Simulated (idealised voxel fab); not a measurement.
Documented hereafter: the process module known as voxel released beams.
The cross-section shown here is cut; it is 160 nm wide and divided into square cells measuring 5 nm on a side.
If you're reading a cross-section in this doc, picture square cells in a grid; it comes to you as bands, top ones listed first down to the bottom, and a band can be one or more rows of cells. This entry defines a band. It first specifies the height of the band's top and the height of its bottom in nm, and then specifies the band's materials from left to right, stating each material with its width in nm. The word "throughout" identifies a single material that fills the band from edge to edge, while the word "empty" identifies empty space. Heads up on the height convention: 0 is the point under which the incoming wafer is all one material, and the lowest band has no bottom, it just keeps going down, like "0 down". The notation "30..40" denotes a width that varies across the rows of cells in the band, beginning at the first number in the top row, finishing at the second number in the bottom row, and changing by an identical amount from each row to the next. Basically "nothing was modified" means that step didn't change any cell in the cross-section. The entry titled "Closed cavity list" provides the empty spaces that have no open way to the top, restricted to those of 8 cells or more. Each is presented as width x height at distance, the distance being measured from the left edge, with all three in nm. Formally, on a step line, whatever follows the settings is a remark that the simulator itself makes on the step. When a step includes a mask, the "overlay nm" setting on its line states how far to the right of its planned place that mask lay, and negative values state how far to the left.

THE STEPS PLANNED FOR THE PROCESS ARE AS FOLLOWS
1,RECEIVE | material Si
2,CONFORMAL_DEP | material Al2O3 | thk nm 10
3,DIRECTIONAL_DEP | material SiO2 | thk nm 20
4,PATTERN | tone open | mask id ANCHOR | material resist | width nm 30 | thk nm 15 | overlay nm 0
5,DIRECTIONAL_ETCH | etch materials SiO2 | depth nm 20
6,STRIP | etch materials resist
7,CONFORMAL_DEP | material SiN | thk nm 10
8,PATTERN | tone cover | mask id BEAM | material resist | width nm 115 | thk nm 20 | overlay nm 0
9,DIRECTIONAL_ETCH | etch materials SiN | depth nm 10
10,STRIP | etch materials resist
11,STRIP | etch materials SiO2

FIRST OF TWO WAFERS, WITH THE RUN CARRIED OUT AS PLANNED

INCOMING WAFER IN CROSS-SECTION (STATE: AFTER STEP 1)
	0 down = Si throughout
	Closed cavity list: none

CROSS-SECTION: WAFER STATE AFTER STEP 2
	10 to 0 = Al2O3 throughout
	All layers under 0 are left as they were.

CROSS-SECTION: WAFER STATE AFTER STEP 3
	30 to 10 = SiO2 throughout
	All layers under 10 are left as they were.

CROSS-SECTION: WAFER STATE AFTER STEP 4
	45 to 30 = 25 resist / 30 empty / 105 resist
	All layers under 30 are left as they were.

CROSS-SECTION: WAFER STATE AFTER STEP 5
	45 to 30 = 25 resist / 30 empty / 105 resist
	30 to 10 = 25 SiO2 / 30 empty / 105 SiO2
	All layers under 10 are left as they were.

CROSS-SECTION: WAFER STATE AFTER STEP 6
	30 to 10 = 25 SiO2 / 30 empty / 105 SiO2
	All layers under 10 are left as they were.

CROSS-SECTION: WAFER STATE AFTER STEP 7
	40 to 30 = 35 SiN / 10 empty / 115 SiN
	30 to 20 = 25 SiO2 / 10 SiN / 10 empty / 10 SiN / 105 SiO2
	20 to 10 = 25 SiO2 / 30 SiN / 105 SiO2
	All layers under 10 are left as they were.

CROSS-SECTION: WAFER STATE AFTER STEP 8
	60 to 40 = 20 empty / 115 resist / 25 empty
	40 to 30 = 35 SiN / 10 resist / 115 SiN
	30 to 20 = 25 SiO2 / 10 SiN / 10 resist / 10 SiN / 105 SiO2
	All layers under 20 are left as they were.

CROSS-SECTION: WAFER STATE AFTER STEP 9
	60 to 40 = 20 empty / 115 resist / 25 empty
	40 to 30 = 20 empty / 15 SiN / 10 resist / 90 SiN / 25 empty
	All layers under 30 are left as they were.

CROSS-SECTION: WAFER STATE AFTER STEP 10
	40 to 30 = 20 empty / 15 SiN / 10 empty / 90 SiN / 25 empty
	30 to 20 = 25 SiO2 / 10 SiN / 10 empty / 10 SiN / 105 SiO2
	All layers under 20 are left as they were.

CROSS-SECTION: WAFER STATE AFTER STEP 11
	40 to 30 = 20 empty / 15 SiN / 10 empty / 90 SiN / 25 empty
	30 to 20 = 25 empty / 10 SiN / 10 empty / 10 SiN / 105 empty
	20 to 10 = 25 empty / 30 SiN / 105 empty
	All layers under 10 are left as they were.

SECOND WAFER, SAME STARTING STATE AND PLAN AS THE FIRST, ONE MISTAKE IN THE RUN, IDENTICAL THROUGH STEP 8

SECOND WAFER, SECTIONED VIEW, AT STEP 9'S PLANNED END TIME
	60 to 40 = 20 empty / 115 resist / 25 empty
	40 to 35 = 20 empty / 15 SiN / 10 resist / 90 SiN / 25 empty
	All layers under 35 are left as they were.

SECOND WAFER, SECTIONED VIEW, AT STEP 10'S PLANNED END TIME
	40 to 35 = 20 empty / 15 SiN / 10 empty / 90 SiN / 25 empty
	35 to 30 = 35 SiN / 10 empty / 115 SiN
	30 to 20 = 25 SiO2 / 10 SiN / 10 empty / 10 SiN / 105 SiO2
	All layers under 20 are left as they were.

Second wafer, sectioned view, at step 11's planned end time: nothing was modified
Plan not followed: step 9: run off-plan, actual operation and settings DIRECTIONAL_ETCH | etch materials SiN | depth nm 5
Cell-count delta at end, second wafer over first, by material: SiN: 9 more, SiO2: 104 more
